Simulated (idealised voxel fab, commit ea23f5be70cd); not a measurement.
The process module that follows is named voxel double patterning.
In the cross-section labelled cut, the width is 205 nm and each square cell is 5 nm.
When this document writes out a cross-section, it uses a grid of square cells and lists it as bands, beginning at the top and moving down, with a band standing for one or more rows of cells. Per band: top height and bottom height in nm, followed by the left-to-right materials and their widths in nm; "full width" marks a single material spanning edge to edge, "blank" marks empty space. Basically, 0 is our baseline, since under it the wafer straight out of the box is all one material. The bottom band has no lower end and keeps on going down, so it looks like "0..down". Width spec "30 to 40" -> top row of cells at first value, bottom row at second value, equal per-row change in between. For the purposes of this document, the phrase "nothing was modified" attached to a step denotes that no cell within the cross-section was modified by that step. "Unvented internal voids" enumerates empty spaces isolated from the top, with no open way to it, that contain at least 8 cells, giving each as width x height at distance from the left edge, all three in nm. Note: text after step settings on the step line = simulator remark on that step. overlay nm: mask offset rightward from planned place, masked step; negative means leftward offset.
THE PROCESS STEPS THAT WERE PLANNED ARE LISTED BELOW
1) RECEIVE,material Si
2) CONFORMAL_DEP,material SiO2,thk nm 5
3) DIRECTIONAL_DEP,material W,thk nm 10
4) DIRECTIONAL_DEP,material SiN,thk nm 10
5) PATTERN,tone open,mask id FIRST,material resist,width nm 15,pitch nm 50,thk nm 15,overlay nm 0
6) DIRECTIONAL_ETCH,etch materials SiN,depth nm 10
7) STRIP,etch materials resist
8) MASKED_ETCH,tone open,mask id SECOND,width nm 15,etch materials SiN,depth nm 10,overlay nm 0
9) DIRECTIONAL_ETCH,etch materials W,depth nm 10
10) STRIP,etch materials SiN
WAFER, FIRST OF TWO, RUN AS PLANNED
CROSS-SECTION OF THE WAFER AT RECEIPT, WHICH IS THE CONDITION AFTER STEP 1
    0..down  Si full width
    Unvented internal voids: none
CROSS-SECTION OF THE WAFER SUBSEQUENT TO STEP 2
    5..0  SiO2 full width
    Everything under 0 stays put, no change at all.
CROSS-SECTION OF THE WAFER SUBSEQUENT TO STEP 3
    15..5  W full width
    Everything under 5 stays put, no change at all.
CROSS-SECTION OF THE WAFER SUBSEQUENT TO STEP 4
    25..15  SiN full width
    Everything under 15 stays put, no change at all.
CROSS-SECTION OF THE WAFER SUBSEQUENT TO STEP 5
    40..25  70 resist, then 15 blank, then 35 resist, then 15 blank, then 70 resist
    Everything under 25 stays put, no change at all.
CROSS-SECTION OF THE WAFER SUBSEQUENT TO STEP 6
    40..25  70 resist, then 15 blank, then 35 resist, then 15 blank, then 70 resist
    25..15  70 SiN, then 15 blank, then 35 SiN, then 15 blank, then 70 SiN
    Everything under 15 stays put, no change at all.
CROSS-SECTION OF THE WAFER SUBSEQUENT TO STEP 7
    25..15  70 SiN, then 15 blank, then 35 SiN, then 15 blank, then 70 SiN
    Everything under 15 stays put, no change at all.
CROSS-SECTION OF THE WAFER SUBSEQUENT TO STEP 8
    25..15  70 SiN, then 15 blank, then 10 SiN, then 15 blank, then 10 SiN, then 15 blank, then 70 SiN
    Everything under 15 stays put, no change at all.
CROSS-SECTION OF THE WAFER SUBSEQUENT TO STEP 9
    25..15  70 SiN, then 15 blank, then 10 SiN, then 15 blank, then 10 SiN, then 15 blank, then 70 SiN
    15..5  70 W, then 15 blank, then 10 W, then 15 blank, then 10 W, then 15 blank, then 70 W
    Everything under 5 stays put, no change at all.
CROSS-SECTION OF THE WAFER SUBSEQUENT TO STEP 10
    15..5  70 W, then 15 blank, then 10 W, then 15 blank, then 10 W, then 15 blank, then 70 W
    Everything under 5 stays put, no change at all.
SECOND WAFER, SAME STARTING CONDITIONS AND RECIPE AS THE FIRST, ONE MISTAKE IN EXECUTING IT, NOTHING DIFFERS FROM THE FIRST UP TO AND INCLUDING STEP 1
SECOND WAFER SHOWN IN CROSS-SECTION AT THE TIME STEP 2 WAS SLATED TO END
    10..0  W full width
    Everything under 0 stays put, no change at all.
SECOND WAFER SHOWN IN CROSS-SECTION AT THE TIME STEP 3 WAS SLATED TO END
    15..10  SiO2 full width
    Everything under 10 stays put, no change at all.
SECOND WAFER SHOWN IN CROSS-SECTION AT THE TIME STEP 4 WAS SLATED TO END
    25..15  SiN full width
    Everything under 15 stays put, no change at all.
SECOND WAFER SHOWN IN CROSS-SECTION AT THE TIME STEP 5 WAS SLATED TO END
    40..25  70 resist, then 15 blank, then 35 resist, then 15 blank, then 70 resist
    Everything under 25 stays put, no change at all.
SECOND WAFER SHOWN IN CROSS-SECTION AT THE TIME STEP 6 WAS SLATED TO END
    40..25  70 resist, then 15 blank, then 35 resist, then 15 blank, then 70 resist
    25..15  70 SiN, then 15 blank, then 35 SiN, then 15 blank, then 70 SiN
    Everything under 15 stays put, no change at all.
SECOND WAFER SHOWN IN CROSS-SECTION AT THE TIME STEP 7 WAS SLATED TO END
    25..15  70 SiN, then 15 blank, then 35 SiN, then 15 blank, then 70 SiN
    Everything under 15 stays put, no change at all.
SECOND WAFER SHOWN IN CROSS-SECTION AT THE TIME STEP 8 WAS SLATED TO END
    25..15  70 SiN, then 15 blank, then 10 SiN, then 15 blank, then 10 SiN, then 15 blank, then 70 SiN
    Everything under 15 stays put, no change at all.
Second wafer shown in cross-section at the time step 9 was slated to end: nothing was modified
SECOND WAFER SHOWN IN CROSS-SECTION AT THE TIME STEP 10 WAS SLATED TO END
    15..10  SiO2 full width
    Everything under 10 stays put, no change at all.
Plan not followed: contrary to the plan, steps 2 and 3 were processed in exchanged order
Final cells, second wafer relative to first, materials higher or lower: W: 18 more
